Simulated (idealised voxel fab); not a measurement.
This section sets out a process module, namely voxel fin reveal.
This is section cut - it's 270 nm across, gridded in 5 nm square cells.
Cross-sections here: square-cell grids, written as top-down lists of bands, a band being one or more rows of cells.
Top height, bottom height, nm. Materials left to right, width each, nm. Single material + "edge to edge" = fills band edge to edge. "empty" = empty.
Height is counted from the level 0, under which the received wafer is composed throughout of one material. The lowest of the bands is not closed at the bottom but continues downward, in the notation "0 and below".
Width spec "30..40" -> top row of cells at first value, bottom row at second value, equal per-row change in between.
You'll sometimes find "same as before" written for a step, and that's the way of saying that nowhere in the cross-section did a cell change during that step.
The entry "Voids lacking openings" lists the empty spaces that cover at least 8 cells and have no open path to the top. Each is written as width x height at distance, where the distance is measured from the left edge and all three values are in nm.
Anything after a step's settings on that line? It's the simulator's own note about the step.
What "overlay nm" on a step's line means: if the step has a mask, that mask lay this far to the right of its planned place, or, when the value is negative, to the left.
-- Steps in the process plan
- 1: RECEIVE,material Si
- 2: CONFORMAL_DEP,material SiN,thk nm 10
- 3: MASKED_ETCH,tone cover,mask id FINS,width nm 15,pitch nm 40,etch materials SiN,depth nm 10,overlay nm 0
- 4: MASKED_ETCH,tone cover,mask id FINS,width nm 15,pitch nm 40,etch materials Si,depth nm 30,overlay nm -15
- 5: OXIDIZE,depth nm 5
- 6: FILL_DEP,material SiO2,thk nm 5
- 7: CMP,height nm 10
- 8: SELECTIVE_ETCH,etch materials SiO2,depth nm 30
- 9: STRIP,etch materials SiN
- 10: CONFORMAL_DEP,material HfO2,thk nm 5
The wafers are alike at the start. At step 4, their overlay nm differs. The plan lists the first wafer's value.
-- As-received state after step 1, first of several wafers, cross-section
0 and below: Si edge to edge
Voids lacking openings: none
-- Wafer rows, end of module: cells per material gained (+) or lost (-) since receipt; closed voids last
overlay nm -15; +70 HfO2; -328 Si; +138 SiO2; Voids lacking openings: none
overlay nm -10; +70 HfO2; -340 Si; +144 SiO2; Voids lacking openings: none
overlay nm -5; +70 HfO2; -352 Si; +150 SiO2; Voids lacking openings: none
overlay nm 0; +70 HfO2; -364 Si; +156 SiO2; Voids lacking openings: none
overlay nm 5; +70 HfO2; -352 Si; +150 SiO2; Voids lacking openings: none
overlay nm 10; +70 HfO2; -340 Si; +144 SiO2; Voids lacking openings: none
overlay nm 15; +70 HfO2; -328 Si; +138 SiO2; Voids lacking openings: none
